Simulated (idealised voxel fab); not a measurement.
process module | voxel wiring stack
cross-section cut | 270 nm wide | cells 5 nm
A cross-section is a grid of square cells, given in bands from the top down. A band is one or more rows of cells.
Each band's line starts with the height of the band's top and of its bottom, in nm. Then come its materials from left to right, each with its width in nm. One material with "throughout" fills the band from edge to edge. "air" is empty space.
Height 0 is the level under which the wafer as received is all one material. The lowest band goes on downwards, as in "0 down".
A width such as "30 to 40" changes by the same amount from each row of cells to the next, from the band's top row to its bottom row.
"no change" after a step means that no cell of the cross-section changed.
closed voids: empty space of 8 cells or more with no open way to the top, each as width x height at its distance from the left edge, in nm
after a step's settings: what the simulator itself notes on the step
overlay nm, on a step with a mask: how far to the right of its planned place the mask lay; to the left if negative
plan
1 op RECEIVE | material Si
2 op CONFORMAL_DEP | material SiO2 | thk nm 15
3 op CONFORMAL_DEP | material SiN | thk nm 5
4 op DIRECTIONAL_DEP | material lowk | thk nm 25
5 op DIRECTIONAL_DEP | material aC | thk nm 15
6 op PATTERN | tone open | mask id METAL_1 | material resist | width nm 30 | pitch nm 50 | thk nm 30 | overlay nm 0
7 op DIRECTIONAL_ETCH | etch materials aC | depth nm 15
8 op STRIP | etch materials resist
9 op DIRECTIONAL_ETCH | etch materials lowk | depth nm 25
10 op DIRECTIONAL_ETCH | etch materials SiN | depth nm 5
11 op STRIP | etch materials aC
12 op CONFORMAL_DEP | material TiN | thk nm 5
13 op FILL_DEP | material Cu | thk nm 10
14 op CMP | height nm 45
15 op CONFORMAL_DEP | material SiCN | thk nm 5
16 op DIRECTIONAL_DEP | material SiO2 | thk nm 15
17 op DIRECTIONAL_DEP | material aC | thk nm 15
18 op PATTERN | tone open | mask id PLUG_1 | material resist | width nm 15 | pitch nm 50 | thk nm 30 | overlay nm 0
19 op DIRECTIONAL_ETCH | etch materials aC | depth nm 15
20 op STRIP | etch materials resist
21 op DIRECTIONAL_ETCH | etch materials SiO2 | depth nm 15
22 op DIRECTIONAL_ETCH | etch materials SiCN | depth nm 5
23 op STRIP | etch materials aC
24 op CONFORMAL_DEP | material TiN | thk nm 5
25 op FILL_DEP | material W | thk nm 5
26 op CMP | height nm 65
27 op DIRECTIONAL_DEP | material TiN | thk nm 5
28 op DIRECTIONAL_DEP | material Ru | thk nm 20
29 op MASKED_ETCH | tone cover | mask id METAL_2 | width nm 30 | pitch nm 50 | etch materials Ru | depth nm 20 | overlay nm 0
30 op MASKED_ETCH | tone cover | mask id METAL_2 | width nm 30 | pitch nm 50 | etch materials TiN | depth nm 5 | overlay nm -15
31 op FILL_DEP | material lowk | thk nm 10
32 op CMP | height nm 90
33 op CONFORMAL_DEP | material SiCN | thk nm 5
34 op DIRECTIONAL_DEP | material SiO2 | thk nm 15
35 op DIRECTIONAL_DEP | material aC | thk nm 15
36 op PATTERN | tone open | mask id PLUG_2 | material resist | width nm 15 | thk nm 30 | overlay nm 0
37 op DIRECTIONAL_ETCH | etch materials aC | depth nm 15
38 op STRIP | etch materials resist
39 op DIRECTIONAL_ETCH | etch materials SiO2 | depth nm 15
40 op DIRECTIONAL_ETCH | etch materials SiCN | depth nm 5
41 op STRIP | etch materials aC
42 op CONFORMAL_DEP | material TiN | thk nm 5
43 op FILL_DEP | material W | thk nm 5
44 op CMP | height nm 110
45 op DIRECTIONAL_DEP | material TiN | thk nm 5
46 op DIRECTIONAL_DEP | material Ru | thk nm 15
47 op PATTERN | tone cover | mask id METAL_3 | material resist | width nm 30 | pitch nm 50 | thk nm 15 | overlay nm 0
48 op DIRECTIONAL_ETCH | etch materials Ru | depth nm 15
49 op DIRECTIONAL_ETCH | etch materials TiN | depth nm 5
50 op STRIP | etch materials resist
51 op CONFORMAL_DEP | material SiCN | thk nm 5
52 op FILL_DEP | material lowk | thk nm 10
53 op CMP | height nm 130
54 op CONFORMAL_DEP | material SiCN | thk nm 5
varied across the wafers: overlay nm of step 30. The plan shows the first wafer's value. All wafers start alike
first wafer as received, after step 1
  0 down: Si throughout
  closed voids: none
first wafer at the end, after step 54
  135 to 130: SiCN throughout
  130 to 115: lowk 90 | SiCN 5 | Ru 30 | SiCN 5 | lowk 10 | SiCN 5 | Ru 30 | SiCN 5 | lowk 90
  115 to 110: SiCN 95 | TiN 30 | SiCN 20 | TiN 30 | SiCN 95
  110 to 95: SiO2 95 | TiN 5 | W 5 | TiN 5 | SiO2 160
  95 to 90: SiCN 95 | TiN 15 | SiCN 160
  90 to 70: lowk 95 | Ru 30 | lowk 20 | Ru 30 | lowk 95
  70 to 65: lowk 80 | TiN 45 | lowk 5 | TiN 45 | lowk 95
  65 to 50: SiO2 95 | TiN 5 | W 5 | TiN 5 | SiO2 35 | TiN 5 | W 5 | TiN 5 | SiO2 110
  50 to 45: SiCN 95 | TiN 15 | SiCN 35 | TiN 15 | SiCN 110
  45 to 20: lowk 95 | TiN 5 | Cu 20 | TiN 5 | lowk 20 | TiN 5 | Cu 20 | TiN 5 | lowk 95
  20 to 15: SiN 95 | TiN 30 | SiN 20 | TiN 30 | SiN 95
  15 to 0: SiO2 throughout
  0 down: Si throughout
  closed voids: none
last wafer at the end
  135 to 130: SiCN throughout
  130 to 115: lowk 90 | SiCN 5 | Ru 30 | SiCN 5 | lowk 10 | SiCN 5 | Ru 30 | SiCN 5 | lowk 90
  115 to 110: SiCN 95 | TiN 30 | SiCN 20 | TiN 30 | SiCN 95
  110 to 95: SiO2 95 | TiN 5 | W 5 | TiN 5 | SiO2 160
  95 to 90: SiCN 95 | TiN 15 | SiCN 160
  90 to 70: lowk 95 | Ru 30 | lowk 20 | Ru 30 | lowk 95
  70 to 65: lowk 95 | TiN 45 | lowk 5 | TiN 45 | lowk 80
  65 to 50: SiO2 95 | TiN 5 | W 5 | TiN 5 | SiO2 35 | TiN 5 | W 5 | TiN 5 | SiO2 110
  50 to 45: SiCN 95 | TiN 15 | SiCN 35 | TiN 15 | SiCN 110
  45 to 20: lowk 95 | TiN 5 | Cu 20 | TiN 5 | lowk 20 | TiN 5 | Cu 20 | TiN 5 | lowk 95
  20 to 15: SiN 95 | TiN 30 | SiN 20 | TiN 30 | SiN 95
  15 to 0: SiO2 throughout
  0 down: Si throughout
  closed voids: none
each wafer at the end: cells of each material gained (+) or lost (-) since it was received, then its closed voids
overlay nm -15 | +40 Cu | +84 Ru | +207 SiCN | +42 SiN | +459 SiO2 | +89 TiN | +9 W | +528 lowk | closed voids: none
overlay nm -10 | +40 Cu | +84 Ru | +207 SiCN | +42 SiN | +459 SiO2 | +87 TiN | +9 W | +530 lowk | closed voids: none
overlay nm -5 | +40 Cu | +84 Ru | +207 SiCN | +42 SiN | +459 SiO2 | +85 TiN | +9 W | +532 lowk | closed voids: none
overlay nm 0 | +40 Cu | +84 Ru | +207 SiCN | +42 SiN | +459 SiO2 | +83 TiN | +9 W | +534 lowk | closed voids: none
overlay nm 5 | +40 Cu | +84 Ru | +207 SiCN | +42 SiN | +459 SiO2 | +85 TiN | +9 W | +532 lowk | closed voids: none
overlay nm 10 | +40 Cu | +84 Ru | +207 SiCN | +42 SiN | +459 SiO2 | +87 TiN | +9 W | +530 lowk | closed voids: none
overlay nm 15 | +40 Cu | +84 Ru | +207 SiCN | +42 SiN | +459 SiO2 | +89 TiN | +9 W | +528 lowk | closed voids: none
